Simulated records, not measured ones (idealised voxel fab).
voxel transistor to metal: a process module
165 nm wide, 5 nm square cells: that's cross-section cut.
Square cells in a grid make up a cross-section in this document, and the grid is given as bands, listed from the top down, each one or more rows of cells. This entry defines a band. It first specifies the height of the band's top and the height of its bottom in nm, and then specifies the band's materials from left to right, stating each material with its width in nm. The word "edge to edge" identifies a single material that fills the band from edge to edge, while the word "air" identifies empty space. Note: height 0 marks the level under which the wafer is uniformly one material as received. Lowest band unbounded below, written "top 0, no bottom". It should be noted that a width expressed as "30 to 40" varies in equal increments from row to row of cells within the band, taking the value of the first number at the top row and that of the second number at the bottom row. It should be understood that the words "changes: none", when stated for a given step, signify that the cross-section underwent no change in any of its cells during that step. The entry titled "Sealed void listing" provides the empty spaces that have no open way to the top, restricted to those of 8 cells or more. Each is presented as width x height at distance, the distance being measured from the left edge, with all three in nm. If you see something after the settings on a step's line, that's the simulator's own remark about that step. Among the settings permitted on a step's line is "overlay nm"; applied to a step with a mask, it specifies the extent to which the mask lay to the right of its planned position, whereas a negative figure signifies a position to the left.

## Process steps - plan
1 RECEIVE with material Si
2 CONFORMAL_DEP with material SiO2, thk nm 5
3 CONFORMAL_DEP with material SiN, thk nm 15
4 MASKED_ETCH with tone cover, mask id ACTIVE, width nm 105, etch materials SiN, depth nm 15, overlay nm 0
5 MASKED_ETCH with tone cover, mask id ACTIVE, width nm 105, etch materials SiO2, depth nm 5, overlay nm 0
6 MASKED_ETCH with tone cover, mask id ACTIVE, width nm 105, etch materials Si, depth nm 25, overlay nm 0
7 FILL_DEP with material SiO2, thk nm 15
8 CMP with height nm 20
9 SELECTIVE_ETCH with etch materials SiO2, depth nm 10
10 STRIP with etch materials SiN
11 SELECTIVE_ETCH with etch materials SiO2, depth nm 5
12 OXIDIZE with depth nm 5
13 DIRECTIONAL_DEP with material polySi, thk nm 20
14 DIRECTIONAL_DEP with material SiCN, thk nm 15
15 DIRECTIONAL_DEP with material aC, thk nm 10
16 PATTERN with tone cover, mask id GATE, material resist, width nm 35, thk nm 25, overlay nm 0
17 DIRECTIONAL_ETCH with etch materials aC, depth nm 10
18 STRIP with etch materials resist
19 DIRECTIONAL_ETCH with etch materials SiCN, depth nm 25
20 DIRECTIONAL_ETCH with etch materials polySi, depth nm 30
21 STRIP with etch materials aC
22 CONFORMAL_DEP with material SiO2, thk nm 5
23 DIRECTIONAL_ETCH with etch materials SiO2, depth nm 5
24 CONFORMAL_DEP with material SiN, thk nm 10
25 DIRECTIONAL_ETCH with etch materials SiN, depth nm 10
26 DIRECTIONAL_ETCH with etch materials SiO2, depth nm 5
27 DIRECTIONAL_ETCH with etch materials Si, depth nm 5
28 EPI with material nSi, thk nm 10
29 FILL_DEP with material SiO2, thk nm 10
30 CMP with height nm 20
31 STRIP with etch materials polySi
32 SELECTIVE_ETCH with etch materials SiO2, depth nm 5
33 CONFORMAL_DEP with material HfO2, thk nm 5
34 CONFORMAL_DEP with material TiN, thk nm 5
35 FILL_DEP with material W, thk nm 10
36 CMP with height nm 15
37 DIRECTIONAL_DEP with material SiO2, thk nm 10
38 MASKED_ETCH with tone open, mask id CONTACT, width nm 15, pitch nm 80, etch materials SiO2, depth nm 20, overlay nm 0
39 CONFORMAL_DEP with material TiN, thk nm 5
40 FILL_DEP with material W, thk nm 5
41 CMP with height nm 25
42 CONFORMAL_DEP with material SiCN, thk nm 5
43 DIRECTIONAL_DEP with material SiO2, thk nm 20
44 DIRECTIONAL_DEP with material aC, thk nm 10
45 PATTERN with tone open, mask id METAL_1, material resist, width nm 15, pitch nm 80, thk nm 25, overlay nm 0
46 DIRECTIONAL_ETCH with etch materials aC, depth nm 10
47 STRIP with etch materials resist
48 DIRECTIONAL_ETCH with etch materials SiO2, depth nm 20
49 DIRECTIONAL_ETCH with etch materials SiCN, depth nm 5
50 STRIP with etch materials aC
51 CONFORMAL_DEP with material TiN, thk nm 5
52 FILL_DEP with material Cu, thk nm 10
53 CMP with height nm 50
54 CONFORMAL_DEP with material SiCN, thk nm 5
55 DIRECTIONAL_DEP with material lowk, thk nm 25
56 MASKED_ETCH with tone open, mask id METAL_2, width nm 15, pitch nm 80, etch materials lowk, depth nm 15, overlay nm 0
57 MASKED_ETCH with tone open, mask id METAL_2_HOLES, width nm 15, pitch nm 80, etch materials lowk, depth nm 10, overlay nm 0
58 MASKED_ETCH with tone open, mask id METAL_2_HOLES, width nm 15, pitch nm 80, etch materials SiCN, depth nm 5, overlay nm 0
59 CONFORMAL_DEP with material TiN, thk nm 5
60 FILL_DEP with material Ru, thk nm 5
61 CMP with height nm 80
62 CONFORMAL_DEP with material SiCN, thk nm 5

## Cross-section of the wafer upon arrival, representing the state reached after step 1
* top 0, no bottom  Si edge to edge
* Sealed void listing: none

## First of two wafers, end-of-module section, run followed plan
* top 85, bottom 80  SiCN edge to edge
* top 80, bottom 55  lowk 35  TiN 5  Ru 5  TiN 5  lowk 65  TiN 5  Ru 5  TiN 5  lowk 35
* top 55, bottom 50  SiCN 35  TiN 15  SiCN 65  TiN 15  SiCN 35
* top 50, bottom 30  SiO2 35  TiN 5  Cu 5  TiN 5  SiO2 65  TiN 5  Cu 5  TiN 5  SiO2 35
* top 30, bottom 25  SiCN 35  TiN 15  SiCN 65  TiN 15  SiCN 35
* top 25, bottom 15  SiO2 35  TiN 5  W 5  TiN 5  SiO2 65  TiN 5  W 5  TiN 5  SiO2 35
* top 15, bottom 10  SiO2 35  TiN 5  W 5  TiN 5  SiN 10  HfO2 5  TiN 5  W 25  TiN 5  HfO2 5  SiN 10  TiN 5  W 5  TiN 5  SiO2 35
* top 10, bottom 5  SiO2 35  TiN 15  SiN 10  HfO2 5  TiN 5  W 25  TiN 5  HfO2 5  SiN 10  TiN 15  SiO2 35
* top 5, bottom 0  SiO2 30  SiN 10  nSi 10  SiN 10  HfO2 5  TiN 35  HfO2 5  SiN 10  nSi 10  SiN 10  SiO2 30
* top 0, bottom -5  SiO2 40  nSi 10  SiO2 10  HfO2 45  SiO2 10  nSi 10  SiO2 40
* top -5, bottom -10  SiO2 30  Si 10  nSi 10  Si 65  nSi 10  Si 10  SiO2 30
* top -10, bottom -25  SiO2 30  Si 105  SiO2 30
* top -25, no bottom  Si edge to edge
* Sealed void listing: none

## Cross-section of the latter of the two wafers at module completion. It had an identical start and an identical plan to the former; in running it, one mistake was made
* top 85, bottom 80  SiCN edge to edge
* top 80, bottom 55  lowk 35  TiN 5  Ru 5  TiN 5  lowk 65  TiN 5  Ru 5  TiN 5  lowk 35
* top 55, bottom 50  SiCN 35  TiN 15  SiCN 65  TiN 15  SiCN 35
* top 50, bottom 30  SiO2 35  TiN 5  Cu 5  TiN 5  SiO2 65  TiN 5  Cu 5  TiN 5  SiO2 35
* top 30, bottom 25  SiCN 35  TiN 15  SiCN 65  TiN 15  SiCN 35
* top 25, bottom 20  SiO2 35  TiN 5  W 5  TiN 5  SiO2 65  TiN 5  W 5  TiN 5  SiO2 35
* top 20, bottom 15  SiO2 35  TiN 5  W 5  TiN 5  SiO2 65  TiN 15  SiO2 35
* top 15, bottom 10  SiO2 35  TiN 5  W 5  TiN 5  SiO2 5  SiN 10  HfO2 5  TiN 5  W 25  TiN 5  HfO2 5  SiN 10  TiN 10  SiO2 35
* top 10, bottom 5  SiO2 35  TiN 15  SiO2 5  SiN 10  HfO2 5  TiN 5  W 25  TiN 5  HfO2 5  SiN 10  TiN 10  SiO2 35
* top 5, bottom 0  SiO2 30  SiN 10  nSi 15  SiN 10  HfO2 5  TiN 35  HfO2 5  SiN 10  nSi 5  SiN 10  SiO2 30
* top 0, bottom -5  SiO2 40  nSi 15  SiO2 10  HfO2 45  SiO2 10  nSi 5  SiO2 40
* top -5, bottom -10  SiO2 30  Si 10  nSi 15  Si 65  nSi 5  Si 10  SiO2 30
* top -10, bottom -25  SiO2 30  Si 105  SiO2 30
* top -25, no bottom  Si edge to edge
* Sealed void listing: none
The plan and the run diverged here: step 16 did not happen as planned, as run it was PATTERN with tone cover, mask id GATE, material resist, width nm 35, thk nm 25, overlay nm 5
Looking at both finished wafers in cells, the second ends up ahead of or behind the first on some materials: 2 more of SiO2 | 2 fewer of W
